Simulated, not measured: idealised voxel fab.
The name of this process module is voxel transistor to metal.
Each square cell in cross-section cut measures 5 nm, and the section as a whole is 185 nm wide.
Cross-section format: a grid of square cells, given as bands from top to bottom; each band is one or more rows of cells.
Heights first: top, then bottom, in nm. Then materials, left to right, each with a width in nm. "everywhere" on a single material: fills the band edge to edge. "air": empty space.
Convention: height 0 is the level below which the wafer, as received, is all one material. The lowest band does not terminate at the bottom but continues downward, represented as "0..down".
Width: "30 to 40" (first number = top row, second number = bottom row, same change from row to row of cells).
You'll sometimes find "no change" written for a step, and that's the way of saying that nowhere in the cross-section did a cell change during that step.
Voids not open to the top, 8 cells minimum: see "Catalogued sealed voids". Written width x height at distance; distance is from the left edge; nm.
On a step's line, text after the settings is the simulator commenting on that step.
A step's line can hold "overlay nm"; with a mask on that step, the setting says how far right of the planned place the mask lay, while a negative setting says it lay to the left.

Process steps foreseen in the plan
1: RECEIVE (material Si)
2: OXIDIZE (depth nm 5)
3: CONFORMAL_DEP (material SiN; thk nm 10)
4: DIRECTIONAL_DEP (material aC; thk nm 10)
5: PATTERN (tone cover; mask id ACTIVE; material resist; width nm 105; thk nm 25; overlay nm 0)
6: DIRECTIONAL_ETCH (etch materials aC; depth nm 10)
7: STRIP (etch materials resist)
8: DIRECTIONAL_ETCH (etch materials SiN; depth nm 10)
9: DIRECTIONAL_ETCH (etch materials SiO2; depth nm 5)
10: DIRECTIONAL_ETCH (etch materials Si; depth nm 35)
11: STRIP (etch materials aC)
12: OXIDIZE (depth nm 5)
13: FILL_DEP (material SiO2; thk nm 5)
14: CMP (height nm 10)
15: SELECTIVE_ETCH (etch materials SiO2; depth nm 5)
16: STRIP (etch materials SiN)
17: SELECTIVE_ETCH (etch materials SiO2; depth nm 5)
18: OXIDIZE (depth nm 5)
19: DIRECTIONAL_DEP (material polySi; thk nm 30)
20: DIRECTIONAL_DEP (material SiCN; thk nm 10)
21: PATTERN (tone cover; mask id GATE; material resist; width nm 25; thk nm 20; overlay nm 0)
22: DIRECTIONAL_ETCH (etch materials SiCN; depth nm 20)
23: DIRECTIONAL_ETCH (etch materials polySi; depth nm 40)
24: STRIP (etch materials resist)
25: CONFORMAL_DEP (material SiO2; thk nm 5)
26: DIRECTIONAL_ETCH (etch materials SiO2; depth nm 5)
27: CONFORMAL_DEP (material SiN; thk nm 5)
28: DIRECTIONAL_ETCH (etch materials SiN; depth nm 5)
29: DIRECTIONAL_ETCH (etch materials SiO2; depth nm 5)
30: DIRECTIONAL_ETCH (etch materials Si; depth nm 10)
31: EPI (material nSi; thk nm 10)
32: FILL_DEP (material SiO2; thk nm 10)
33: CMP (height nm 35)
34: DIRECTIONAL_DEP (material SiO2; thk nm 15)
35: PATTERN (tone open; mask id CONTACT; material resist; width nm 20; pitch nm 75; thk nm 15; overlay nm 0)
36: DIRECTIONAL_ETCH (etch materials SiO2; depth nm 60)
37: STRIP (etch materials resist)
38: CONFORMAL_DEP (material TiN; thk nm 5)
39: FILL_DEP (material Ru; thk nm 5)
40: CMP (height nm 50)
41: DIRECTIONAL_DEP (material TiN; thk nm 5)
42: DIRECTIONAL_DEP (material W; thk nm 15)
43: DIRECTIONAL_DEP (material aC; thk nm 15)
44: PATTERN (tone cover; mask id METAL_1; material resist; width nm 20; pitch nm 75; thk nm 35; overlay nm 0)
45: DIRECTIONAL_ETCH (etch materials aC; depth nm 15)
46: STRIP (etch materials resist)
47: DIRECTIONAL_ETCH (etch materials W; depth nm 15)
48: DIRECTIONAL_ETCH (etch materials TiN; depth nm 5)
49: STRIP (etch materials aC)
50: CONFORMAL_DEP (material SiN; thk nm 5)
51: FILL_DEP (material lowk; thk nm 10)
52: CMP (height nm 70)
53: CONFORMAL_DEP (material SiCN; thk nm 5)
54: DIRECTIONAL_DEP (material SiO2; thk nm 35)
55: MASKED_ETCH (tone open; mask id METAL_2; width nm 20; pitch nm 75; etch materials SiO2; depth nm 20; overlay nm 0)
56: MASKED_ETCH (tone open; mask id METAL_2_HOLES; width nm 15; pitch nm 75; etch materials SiO2; depth nm 15; overlay nm 0)
57: MASKED_ETCH (tone open; mask id METAL_2_HOLES; width nm 15; pitch nm 75; etch materials SiCN; depth nm 5; overlay nm 0)
58: CONFORMAL_DEP (material TiN; thk nm 5)
59: FILL_DEP (material Ru; thk nm 5)
60: CMP (height nm 110)
61: CONFORMAL_DEP (material SiN; thk nm 5)

Cross-section of the incoming wafer, state after step 1
0..down | Si everywhere
Catalogued sealed voids: none

Here's the cross-section of the first of our two wafers at the end of the module - it ran as planned
115..110 | SiN everywhere
110..95 | 45 SiO2  5 TiN  10 Ru  5 TiN  55 SiO2  5 TiN  10 Ru  5 TiN  45 SiO2
95..90 | 45 SiO2  5 TiN  5 Ru  10 TiN  55 SiO2  5 TiN  5 Ru  10 TiN  45 SiO2
90..75 | 45 SiO2  5 TiN  5 Ru  5 TiN  60 SiO2  5 TiN  5 Ru  5 TiN  50 SiO2
75..70 | 45 SiCN  15 TiN  60 SiCN  15 TiN  50 SiCN
70..55 | 40 lowk  5 SiN  20 W  5 SiN  45 lowk  5 SiN  20 W  5 SiN  40 lowk
55..50 | 45 SiN  20 TiN  55 SiN  20 TiN  45 SiN
50..35 | 45 SiO2  5 TiN  10 Ru  5 TiN  55 SiO2  5 TiN  10 Ru  5 TiN  45 SiO2
35..25 | 45 SiO2  5 TiN  10 Ru  5 TiN  5 SiO2  5 SiN  5 SiO2  25 SiCN  5 SiO2  5 SiN  5 SiO2  5 TiN  10 Ru  5 TiN  45 SiO2
25..5 | 45 SiO2  5 TiN  10 Ru  5 TiN  5 SiO2  5 SiN  5 SiO2  25 polySi  5 SiO2  5 SiN  5 SiO2  5 TiN  10 Ru  5 TiN  45 SiO2
5..0 | 45 SiO2  5 TiN  5 Ru  10 TiN  5 SiO2  5 SiN  5 SiO2  25 polySi  5 SiO2  5 SiN  5 SiO2  10 TiN  5 Ru  5 TiN  45 SiO2
0..-5 | 40 SiO2  5 SiN  5 TiN  5 Ru  5 TiN  10 nSi  5 SiN  5 SiO2  25 polySi  5 SiO2  5 SiN  10 nSi  5 TiN  5 Ru  5 TiN  5 SiN  40 SiO2
-5..-10 | 45 SiO2  15 TiN  10 nSi  45 SiO2  10 nSi  15 TiN  45 SiO2
-10..-20 | 45 SiO2  25 nSi  45 Si  25 nSi  45 SiO2
-20..-45 | 45 SiO2  95 Si  45 SiO2
-45..down | Si everywhere
Catalogued sealed voids: none

This cross-section belongs to the second wafer of two at the end of the module; the start and the plan were shared with the first, and the run included one mistake
115..110 | SiN everywhere
110..95 | 45 SiO2  5 TiN  10 Ru  5 TiN  55 SiO2  5 TiN  10 Ru  5 TiN  45 SiO2
95..90 | 45 SiO2  5 TiN  5 Ru  10 TiN  55 SiO2  5 TiN  5 Ru  10 TiN  45 SiO2
90..75 | 45 SiO2  5 TiN  5 Ru  5 TiN  60 SiO2  5 TiN  5 Ru  5 TiN  50 SiO2
75..70 | 45 SiCN  15 TiN  60 SiCN  15 TiN  50 SiCN
70..55 | 40 lowk  5 SiN  20 W  5 SiN  45 lowk  5 SiN  20 W  5 SiN  40 lowk
55..50 | 45 SiN  20 TiN  55 SiN  20 TiN  45 SiN
50..35 | 45 SiO2  5 TiN  10 Ru  5 TiN  55 SiO2  5 TiN  10 Ru  5 TiN  45 SiO2
35..25 | 45 SiO2  5 TiN  10 Ru  5 TiN  5 SiO2  5 SiN  5 SiO2  25 SiCN  5 SiO2  5 SiN  5 SiO2  5 TiN  10 Ru  5 TiN  45 SiO2
25..5 | 45 SiO2  5 TiN  10 Ru  5 TiN  5 SiO2  5 SiN  5 SiO2  25 polySi  5 SiO2  5 SiN  5 SiO2  5 TiN  10 Ru  5 TiN  45 SiO2
5..0 | 45 SiO2  5 TiN  5 Ru  10 TiN  5 SiO2  5 SiN  5 SiO2  25 polySi  5 SiO2  5 SiN  5 SiO2  10 TiN  5 Ru  5 TiN  45 SiO2
0..-5 | 40 SiO2  5 SiN  5 TiN  5 Ru  5 TiN  10 nSi  5 SiN  5 SiO2  25 polySi  5 SiO2  5 SiN  10 nSi  5 TiN  5 Ru  5 TiN  5 SiN  40 SiO2
-5..-10 | 45 SiO2  15 TiN  10 nSi  45 SiO2  10 nSi  15 TiN  45 SiO2
-10..-20 | 45 SiO2  25 nSi  45 Si  25 nSi  45 SiO2
-20..-80 | 45 SiO2  95 Si  45 SiO2
-80..down | Si everywhere
Catalogued sealed voids: none
Want to know what went wrong? execution of plan step 10 occurred twice
Cell-count delta at end, second wafer over first, by material: Si: 126 fewer; SiO2: 126 more
